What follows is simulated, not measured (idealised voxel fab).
This section sets out a process module, namely voxel gate over fins.
The cross-section on display is named cut; it measures 300 nm wide, and its cells are 5 nm squares.
For the purposes of this document, a cross-section shall be understood as a grid of square cells, specified as bands listed in top-to-bottom order, each band consisting of one or more rows of cells.
For a band, the entry starts with two heights in nm, that of the top and then that of the bottom, and carries on with the band's materials in order from left to right, each alongside its width in nm; the word "everywhere" beside a single material means it fills the band edge to edge, and "air" means empty space.
Height 0 is the level under which the wafer as received is all one material. The lowest band goes on downwards, as in "0 down".
The expression "30->40" gives the width at the extremes of the band, the first number at its top row of cells and the second at its bottom row, with the width changing by equal amounts from each row to the next in between.
"nothing altered" -> step changed no cross-section cell.
Listed in "Closed void catalog": every empty space of 8 or more cells without an open way to the top. Form: width x height at distance, the distance being from the left edge, all in nm.
Where a step's line continues beyond its settings, the continuation is a remark by the simulator itself on that step.
Among the settings permitted on a step's line is "overlay nm"; applied to a step with a mask, it specifies the extent to which the mask lay to the right of its planned position, whereas a negative figure signifies a position to the left.
## List of planned process steps
1: RECEIVE (material Si)
2: CONFORMAL_DEP (material SiN; thk nm 5)
3: MASKED_ETCH (tone cover; mask id FINS; width nm 15; pitch nm 55; etch materials SiN; depth nm 5; overlay nm 0)
4: MASKED_ETCH (tone cover; mask id FINS; width nm 15; pitch nm 55; etch materials Si; depth nm 40; overlay nm 0)
5: OXIDIZE (depth nm 5)
6: FILL_DEP (material SiO2; thk nm 10)
7: CMP (height nm 5)
8: DIRECTIONAL_DEP (material aC; thk nm 10)
9: PATTERN (tone open; mask id RAIL; material resist; width nm 15; thk nm 25; overlay nm 0)
10: DIRECTIONAL_ETCH (etch materials aC; depth nm 10)
11: STRIP (etch materials resist)
12: DIRECTIONAL_ETCH (etch materials SiO2; depth nm 40)
13: STRIP (etch materials aC)
14: CONFORMAL_DEP (material TiN; thk nm 5)
15: FILL_DEP (material W; thk nm 10)
16: CMP (height nm 5)
17: SELECTIVE_ETCH (etch materials W Ru TiN; depth nm 25)
18: FILL_DEP (material SiO2; thk nm 5)
19: CMP (height nm 5)
20: SELECTIVE_ETCH (etch materials SiO2; depth nm 15)
21: STRIP (etch materials SiN)
22: CONFORMAL_DEP (material HfO2; thk nm 5)
23: CONFORMAL_DEP (material TiN; thk nm 5)
24: CONFORMAL_DEP (material TiAl; thk nm 5)
25: CONFORMAL_DEP (material TiN; thk nm 5)
26: FILL_DEP (material W; thk nm 15)
27: CMP (height nm 30)
28: CONFORMAL_DEP (material SiN; thk nm 5)
## as received, after step 1
	0 down = Si everywhere
	Closed void catalog: none
## The first of two wafers, cross-sectioned at the end of the module, with the run proceeding as planned
	35 to 30 = SiN everywhere
	30 to 20 = W everywhere
	20 to 15 = 45 nm W / 45 nm TiN / 10 nm W / 45 nm TiN / 10 nm W / 45 nm TiN / 10 nm W / 45 nm TiN / 45 nm W
	15 to 10 = 45 nm W / 5 nm TiN / 35 nm TiAl / 5 nm TiN / 10 nm W / 5 nm TiN / 35 nm TiAl / 5 nm TiN / 10 nm W / 5 nm TiN / 35 nm TiAl / 5 nm TiN / 10 nm W / 5 nm TiN / 35 nm TiAl / 5 nm TiN / 45 nm W
	10 to 5 = 50 nm TiN / 5 nm TiAl / 25 nm TiN / 5 nm TiAl / 20 nm TiN / 5 nm TiAl / 25 nm TiN / 5 nm TiAl / 20 nm TiN / 5 nm TiAl / 25 nm TiN / 5 nm TiAl / 20 nm TiN / 5 nm TiAl / 25 nm TiN / 5 nm TiAl / 50 nm TiN
	5 to 0 = 55 nm TiAl / 5 nm TiN / 15 nm HfO2 / 5 nm TiN / 30 nm TiAl / 5 nm TiN / 15 nm HfO2 / 5 nm TiN / 30 nm TiAl / 5 nm TiN / 15 nm HfO2 / 5 nm TiN / 30 nm TiAl / 5 nm TiN / 15 nm HfO2 / 5 nm TiN / 55 nm TiAl
	0 to -5 = 60 nm TiN / 5 nm HfO2 / 5 nm Si / 5 nm HfO2 / 40 nm TiN / 5 nm HfO2 / 5 nm Si / 5 nm HfO2 / 40 nm TiN / 5 nm HfO2 / 5 nm Si / 5 nm HfO2 / 40 nm TiN / 5 nm HfO2 / 5 nm Si / 5 nm HfO2 / 60 nm TiN
	-5 to -10 = 65 nm HfO2 / 5 nm Si / 50 nm HfO2 / 5 nm Si / 50 nm HfO2 / 5 nm Si / 50 nm HfO2 / 5 nm Si / 65 nm HfO2
	-10 to -20 = 65 nm SiO2 / 5 nm Si / 50 nm SiO2 / 5 nm Si / 50 nm SiO2 / 5 nm Si / 50 nm SiO2 / 5 nm Si / 65 nm SiO2
	-20 to -30 = 65 nm SiO2 / 5 nm Si / 15 nm SiO2 / 5 nm TiN / 5 nm W / 5 nm TiN / 20 nm SiO2 / 5 nm Si / 50 nm SiO2 / 5 nm Si / 50 nm SiO2 / 5 nm Si / 65 nm SiO2
	-30 to -35 = 65 nm SiO2 / 5 nm Si / 15 nm SiO2 / 15 nm TiN / 20 nm SiO2 / 5 nm Si / 50 nm SiO2 / 5 nm Si / 50 nm SiO2 / 5 nm Si / 65 nm SiO2
	-35 to -45 = 65 nm SiO2 / 5 nm Si / 50 nm SiO2 / 5 nm Si / 50 nm SiO2 / 5 nm Si / 50 nm SiO2 / 5 nm Si / 65 nm SiO2
	-45 down = Si everywhere
	Closed void catalog: none
## Presented here is a cross-section of the second of the two wafers as it stood at the end of the module. It was started in the same manner and assigned the same plan as the first wafer; however, one mistake was made in its execution
	35 to 30 = SiN everywhere
	30 to 20 = W everywhere
	20 to 10 = 45 nm W / 45 nm TiN / 10 nm W / 45 nm TiN / 10 nm W / 45 nm TiN / 10 nm W / 45 nm TiN / 45 nm W
	10 to 5 = 55 nm TiN / 25 nm TiAl / 30 nm TiN / 25 nm TiAl / 30 nm TiN / 25 nm TiAl / 30 nm TiN / 25 nm TiAl / 55 nm TiN
	5 to 0 = 55 nm TiN / 5 nm TiAl / 15 nm HfO2 / 5 nm TiAl / 30 nm TiN / 5 nm TiAl / 15 nm HfO2 / 5 nm TiAl / 30 nm TiN / 5 nm TiAl / 15 nm HfO2 / 5 nm TiAl / 30 nm TiN / 5 nm TiAl / 15 nm HfO2 / 5 nm TiAl / 55 nm TiN
	0 to -5 = 60 nm TiAl / 5 nm HfO2 / 5 nm Si / 5 nm HfO2 / 40 nm TiAl / 5 nm HfO2 / 5 nm Si / 5 nm HfO2 / 40 nm TiAl / 5 nm HfO2 / 5 nm Si / 5 nm HfO2 / 40 nm TiAl / 5 nm HfO2 / 5 nm Si / 5 nm HfO2 / 60 nm TiAl
	-5 to -10 = 65 nm HfO2 / 5 nm Si / 50 nm HfO2 / 5 nm Si / 50 nm HfO2 / 5 nm Si / 50 nm HfO2 / 5 nm Si / 65 nm HfO2
	-10 to -20 = 65 nm SiO2 / 5 nm Si / 50 nm SiO2 / 5 nm Si / 50 nm SiO2 / 5 nm Si / 50 nm SiO2 / 5 nm Si / 65 nm SiO2
	-20 to -30 = 65 nm SiO2 / 5 nm Si / 15 nm SiO2 / 5 nm TiN / 5 nm W / 5 nm TiN / 20 nm SiO2 / 5 nm Si / 50 nm SiO2 / 5 nm Si / 50 nm SiO2 / 5 nm Si / 65 nm SiO2
	-30 to -35 = 65 nm SiO2 / 5 nm Si / 15 nm SiO2 / 15 nm TiN / 20 nm SiO2 / 5 nm Si / 50 nm SiO2 / 5 nm Si / 50 nm SiO2 / 5 nm Si / 65 nm SiO2
	-35 to -45 = 65 nm SiO2 / 5 nm Si / 50 nm SiO2 / 5 nm Si / 50 nm SiO2 / 5 nm Si / 50 nm SiO2 / 5 nm Si / 65 nm SiO2
	-45 down = Si everywhere
	Closed void catalog: none
Misprocessing identified: steps 23 and 24: order swapped relative to plan
In the final comparison it is observed that the number of cells assigned to each material is identical for the two wafers, whereas their placement is not.
